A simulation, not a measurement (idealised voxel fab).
voxel air gaps: a process module
For reference, the cross-section in this document is cut, with width 205 nm and square cells of 5 nm.
Think of the cross-section as a grid of square cells. We describe it in bands, top to bottom, and each band covers one or more rows of those cells.
Each band's line starts with the height of the band's top and of its bottom, in nm. Then come its materials from left to right, each with its width in nm. One material with "everywhere" fills the band from edge to edge. "air" is empty space.
Height is counted from the level 0, under which the received wafer is composed throughout of one material. The lowest of the bands is not closed at the bottom but continues downward, in the notation "0 and below".
A width given as "30->40" starts at the first number in the band's top row and ends at the second number in its bottom row, shifting by an equal amount at every step from row to row.
A step reported as "no modification" is a step in which no cell of the cross-section changed.
The label "Closed void list" introduces a list of the empty spaces, 8 cells or larger, that have no open way up to the top; each entry in it reads width x height at distance, where the distance is taken from the left edge and all three are stated in nm.
That trailing text on a step's line, after the settings, is the simulator's own remark on the step.
overlay nm: mask right of planned place by this much (step with mask). Neg. = left.
plan:
1) RECEIVE, material Si
2) CONFORMAL_DEP, material SiO2, thk nm 10
3) CONFORMAL_DEP, material SiN, thk nm 5
4) DIRECTIONAL_DEP, material SiO2, thk nm 35
5) PATTERN, tone open, mask id LINES, material resist, width nm 25, pitch nm 55, thk nm 20, overlay nm -15
6) DIRECTIONAL_ETCH, etch materials SiO2, depth nm 35
7) STRIP, etch materials resist
8) CONFORMAL_DEP, material TiN, thk nm 5
9) FILL_DEP, material Ru, thk nm 5
10) CMP, height nm 50
11) EPI, material Ru, thk nm 10
12) SELECTIVE_ETCH, etch materials SiO2, depth nm 45
13) CONFORMAL_DEP, material SiCN, thk nm 5
Split variable: overlay nm, step 5. Plan value = first wafer. Wafers start alike.
Cross-sectional view of the first of several wafers in the as-received condition, corresponding to the state following step 1:
* 0 and below: Si everywhere
* Closed void list: none
First of several wafers in cross-section at module end, following the final step, step 13:
* 65 down to 60: 5 nm air / 165 nm SiCN / 35 nm air
* 60 down to 50: 5 nm air / 5 nm SiCN / 45 nm Ru / 10 nm SiCN / 45 nm Ru / 10 nm SiCN / 45 nm Ru / 5 nm SiCN / 35 nm air
* 50 down to 45: 5 nm air / 15 nm SiCN / 5 nm TiN / 15 nm Ru / 5 nm TiN / 30 nm SiCN / 5 nm TiN / 15 nm Ru / 5 nm TiN / 30 nm SiCN / 5 nm TiN / 15 nm Ru / 5 nm TiN / 15 nm SiCN / 35 nm air
* 45 down to 20: 15 nm air / 5 nm SiCN / 5 nm TiN / 15 nm Ru / 5 nm TiN / 5 nm SiCN / 20 nm air / 5 nm SiCN / 5 nm TiN / 15 nm Ru / 5 nm TiN / 5 nm SiCN / 20 nm air / 5 nm SiCN / 5 nm TiN / 15 nm Ru / 5 nm TiN / 5 nm SiCN / 45 nm air
* 20 down to 15: 20 nm SiCN / 25 nm TiN / 30 nm SiCN / 25 nm TiN / 30 nm SiCN / 25 nm TiN / 50 nm SiCN
* 15 down to 10: SiN everywhere
* 10 down to 0: SiO2 everywhere
* 0 and below: Si everywhere
* Closed void list: 20 x 25 at 50; 20 x 25 at 105
X-section, last wafer, module end:
* 65 down to 60: 35 nm air / 165 nm SiCN / 5 nm air
* 60 down to 50: 35 nm air / 5 nm SiCN / 45 nm Ru / 10 nm SiCN / 45 nm Ru / 10 nm SiCN / 45 nm Ru / 5 nm SiCN / 5 nm air
* 50 down to 45: 35 nm air / 15 nm SiCN / 5 nm TiN / 15 nm Ru / 5 nm TiN / 30 nm SiCN / 5 nm TiN / 15 nm Ru / 5 nm TiN / 30 nm SiCN / 5 nm TiN / 15 nm Ru / 5 nm TiN / 15 nm SiCN / 5 nm air
* 45 down to 20: 45 nm air / 5 nm SiCN / 5 nm TiN / 15 nm Ru / 5 nm TiN / 5 nm SiCN / 20 nm air / 5 nm SiCN / 5 nm TiN / 15 nm Ru / 5 nm TiN / 5 nm SiCN / 20 nm air / 5 nm SiCN / 5 nm TiN / 15 nm Ru / 5 nm TiN / 5 nm SiCN / 15 nm air
* 20 down to 15: 50 nm SiCN / 25 nm TiN / 30 nm SiCN / 25 nm TiN / 30 nm SiCN / 25 nm TiN / 20 nm SiCN
* 15 down to 10: SiN everywhere
* 10 down to 0: SiO2 everywhere
* 0 and below: Si everywhere
* Closed void list: 20 x 25 at 80; 20 x 25 at 135
Heads up, this table goes wafer by wafer. A row tells you, at the end of the module, how many cells of each material that wafer has put on (+) or dropped (-) since it was received, and then its closed voids:
overlay nm -15 | +108 Ru | +119 SiCN | +41 SiN | +82 SiO2 | +51 TiN | Closed void list: 20 x 25 at 50; 20 x 25 at 105
overlay nm -10 | +108 Ru | +119 SiCN | +41 SiN | +82 SiO2 | +51 TiN | Closed void list: 20 x 25 at 55; 20 x 25 at 110
overlay nm -5 | +108 Ru | +119 SiCN | +41 SiN | +82 SiO2 | +51 TiN | Closed void list: 20 x 25 at 60; 20 x 25 at 115
overlay nm 0 | +108 Ru | +119 SiCN | +41 SiN | +82 SiO2 | +51 TiN | Closed void list: 20 x 25 at 65; 20 x 25 at 120
overlay nm 5 | +108 Ru | +119 SiCN | +41 SiN | +82 SiO2 | +51 TiN | Closed void list: 20 x 25 at 70; 20 x 25 at 125
overlay nm 10 | +108 Ru | +119 SiCN | +41 SiN | +82 SiO2 | +51 TiN | Closed void list: 20 x 25 at 75; 20 x 25 at 130
overlay nm 15 | +108 Ru | +119 SiCN | +41 SiN | +82 SiO2 | +51 TiN | Closed void list: 20 x 25 at 80; 20 x 25 at 135
